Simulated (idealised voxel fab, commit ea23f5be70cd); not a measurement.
Process module, titled voxel fin reveal
Cross-sectional view cut (width: 275 nm; square cell size: 5 nm).
A cross-section is written here as square cells arranged in a grid, and it is given in bands from the top down, each band taking up one or more rows of cells.
Read a band's entry like this: the first values are the height of its top and the height of its bottom in nm, and what follows is the sequence of materials from left to right, each with its width in nm. Note that "empty" is empty space, and that a single material marked "edge to edge" reaches across the band from edge to edge.
Heights are measured from 0, the level below which the as-received wafer is all one material; the lowest band has no bottom and continues downward, written as in "from 0 down".
A width such as "30->40" changes by the same amount from each row of cells to the next, from the band's top row to its bottom row.
Where a step carries "left unchanged", the cross-section came out of it unchanged, cell for cell.
Reported under the label "Closed cavity list" are the empty spaces having no open way to the top and comprising 8 cells or more; the notation for each is width x height at distance, in which the distance is measured from the left edge and all three values are in nm.
Post-settings text on a step line: simulator's own remark regarding the step.
overlay nm: where the mask lay relative to plan, measured to the right, on steps with a mask; negatives go left.

[Set out below are the planned steps of the process]
1. RECEIVE (material Si)
2. CONFORMAL_DEP (material SiN; thk nm 5)
3. PATTERN (tone cover; mask id FINS; material resist; width nm 15; pitch nm 35; thk nm 20; overlay nm 0)
4. DIRECTIONAL_ETCH (etch materials SiN; depth nm 5)
5. DIRECTIONAL_ETCH (etch materials Si; depth nm 40)
6. STRIP (etch materials resist)
7. OXIDIZE (depth nm 5)
8. FILL_DEP (material SiO2; thk nm 15)
9. CMP (height nm 5)
10. SELECTIVE_ETCH (etch materials SiO2; depth nm 35)
11. STRIP (etch materials SiN)

[Cross-section: wafer on arrival = after step 1]
  from 0 down = Si edge to edge
  Closed cavity list: none

[Wafer cross-section at end of module: start and plan as shown above, one execution error]
  from 0 to -30 = empty (115) | Si (5) | empty (30) | Si (5) | empty (120)
  from -30 to -35 = SiO2 (75) | empty (40) | Si (5) | empty (30) | Si (5) | empty (40) | SiO2 (80)
  from -35 to -45 = SiO2 (115) | Si (5) | SiO2 (30) | Si (5) | SiO2 (120)
  from -45 down = Si edge to edge
  Closed cavity list: none
Against the plan, the run slipped here: contrary to the plan, steps 10 and 11 were processed in exchanged order
